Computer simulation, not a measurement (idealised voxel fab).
Process module in this document: voxel transistor to metal
Cross-section cut: width 150 nm, square cells of 5 nm.
Bands, listed from the top down, are how a cross-section gets written in this document; the cross-section itself is a grid of square cells, and a band is one or more rows of them. Heights first: top, then bottom, in nm. Then materials, left to right, each with a width in nm. "edge to edge" on a single material: fills the band edge to edge. "blank": empty space. Note: height 0 marks the level under which the wafer is uniformly one material as received. Lowest band unbounded below, written "0..down". Read "30->40" as a graded width: first number on top, second number at the bottom, same change between each pair of neighbouring rows. "nothing was modified" (step): cross-section cells unchanged, all of them. "Non-vented voids" specifies each empty space that is not open to the top and that occupies no fewer than 8 cells, using the form width x height at distance, the distance measured from the left edge and all three quantities in nm. Note: text after step settings on the step line = simulator remark on that step. "overlay nm" on a masked step: distance the mask lay right of its planned place, negative for left.
Process steps - plan
1 op RECEIVE | material Si
2 op OXIDIZE | depth nm 5
3 op CONFORMAL_DEP | material SiN | thk nm 10
4 op MASKED_ETCH | tone cover | mask id ACTIVE | width nm 110 | etch materials SiN | depth nm 10 | overlay nm 0
5 op MASKED_ETCH | tone cover | mask id ACTIVE | width nm 110 | etch materials SiO2 | depth nm 5 | overlay nm 0
6 op MASKED_ETCH | tone cover | mask id ACTIVE | width nm 110 | etch materials Si | depth nm 30 | overlay nm 0
7 op OXIDIZE | depth nm 5
8 op FILL_DEP | material SiO2 | thk nm 10
9 op CMP | height nm 10
10 op SELECTIVE_ETCH | etch materials SiO2 | depth nm 5
11 op STRIP | etch materials SiN
12 op SELECTIVE_ETCH | etch materials SiO2 | depth nm 5
13 op OXIDIZE | depth nm 5
14 op DIRECTIONAL_DEP | material polySi | thk nm 25
15 op DIRECTIONAL_DEP | material SiCN | thk nm 10
16 op PATTERN | tone cover | mask id GATE | material resist | width nm 30 | thk nm 20 | overlay nm 0
17 op DIRECTIONAL_ETCH | etch materials SiCN | depth nm 20
18 op DIRECTIONAL_ETCH | etch materials polySi | depth nm 35
19 op STRIP | etch materials resist
20 op CONFORMAL_DEP | material SiN | thk nm 10
21 op DIRECTIONAL_ETCH | etch materials SiN | depth nm 10
22 op DIRECTIONAL_ETCH | etch materials SiO2 | depth nm 5
23 op EPI | material SiGe | thk nm 5
24 op FILL_DEP | material SiO2 | thk nm 5
25 op CMP | height nm 20
26 op STRIP | etch materials polySi
27 op SELECTIVE_ETCH | etch materials SiO2 | depth nm 5
28 op CONFORMAL_DEP | material HfO2 | thk nm 5
29 op CONFORMAL_DEP | material TiN | thk nm 5
30 op FILL_DEP | material W | thk nm 10
31 op CMP | height nm 15
32 op DIRECTIONAL_DEP | material SiO2 | thk nm 10
33 op MASKED_ETCH | tone open | mask id CONTACT | width nm 20 | pitch nm 80 | etch materials SiO2 | depth nm 30 | overlay nm 0
34 op CONFORMAL_DEP | material TiN | thk nm 5
35 op FILL_DEP | material W | thk nm 10
36 op CMP | height nm 25
37 op DIRECTIONAL_DEP | material TiN | thk nm 5
38 op DIRECTIONAL_DEP | material W | thk nm 20
39 op DIRECTIONAL_DEP | material aC | thk nm 15
40 op PATTERN | tone cover | mask id METAL_1 | material resist | width nm 20 | pitch nm 80 | thk nm 35 | overlay nm 0
41 op DIRECTIONAL_ETCH | etch materials aC | depth nm 15
42 op STRIP | etch materials resist
43 op DIRECTIONAL_ETCH | etch materials W | depth nm 20
44 op DIRECTIONAL_ETCH | etch materials TiN | depth nm 5
45 op STRIP | etch materials aC
46 op CONFORMAL_DEP | material SiN | thk nm 5
47 op FILL_DEP | material lowk | thk nm 10
48 op CMP | height nm 50
49 op CONFORMAL_DEP | material SiN | thk nm 5
So this is the incoming wafer in cross-section - it's already been through step 1
> 0..down: Si edge to edge
> Non-vented voids: none
Cross-sectional image of the first of two wafers at the end of the module, the run having proceeded as planned
> 55..50: SiN edge to edge
> 50..30: lowk 20  SiN 5  W 20  SiN 5  lowk 50  SiN 5  W 20  SiN 5  lowk 20
> 30..25: SiN 25  TiN 20  SiN 60  TiN 20  SiN 25
> 25..15: SiO2 25  TiN 5  W 10  TiN 5  SiO2 60  TiN 5  W 10  TiN 5  SiO2 25
> 15..0: SiO2 25  TiN 5  W 10  TiN 5  SiO2 5  SiN 10  HfO2 5  TiN 5  W 10  TiN 5  HfO2 5  SiN 10  SiO2 5  TiN 5  W 10  TiN 5  SiO2 25
> 0..-5: SiO2 15  SiN 10  TiN 20  SiO2 5  SiN 10  HfO2 5  TiN 20  HfO2 5  SiN 10  SiO2 5  TiN 20  SiN 10  SiO2 15
> -5..-10: SiO2 25  SiGe 25  SiO2 5  HfO2 40  SiO2 5  SiGe 25  SiO2 25
> -10..-40: SiO2 25  Si 100  SiO2 25
> -40..down: Si edge to edge
> Non-vented voids: none
Cross-section, second wafer: same start as the first, same plan as the first, one mistake in running it; taken at the end of the module
> 55..50: SiN edge to edge
> 50..30: lowk 20  SiN 5  W 20  SiN 5  lowk 50  SiN 5  W 20  SiN 5  lowk 20
> 30..25: SiN 25  TiN 20  SiN 60  TiN 20  SiN 25
> 25..15: SiO2 25  TiN 5  SiCN 10  TiN 5  SiO2 60  TiN 5  SiCN 10  TiN 5  SiO2 25
> 15..0: SiO2 25  TiN 5  SiCN 10  TiN 5  SiO2 5  SiN 10  HfO2 5  TiN 5  W 10  TiN 5  HfO2 5  SiN 10  SiO2 5  TiN 5  SiCN 10  TiN 5  SiO2 25
> 0..-5: SiO2 15  SiN 10  TiN 20  SiO2 5  SiN 10  HfO2 5  TiN 20  HfO2 5  SiN 10  SiO2 5  TiN 20  SiN 10  SiO2 15
> -5..-10: SiO2 25  SiGe 25  SiO2 5  HfO2 40  SiO2 5  SiGe 25  SiO2 25
> -10..-40: SiO2 25  Si 100  SiO2 25
> -40..down: Si edge to edge
> Non-vented voids: none
Want to know what went wrong? step 35 was run on a setting that differed from the plan, and what really ran there is op FILL_DEP | material SiCN | thk nm 10
Wafer comparison, final, in cells, second relative to first, materials more or fewer: 20 more of SiCN, 20 fewer of W
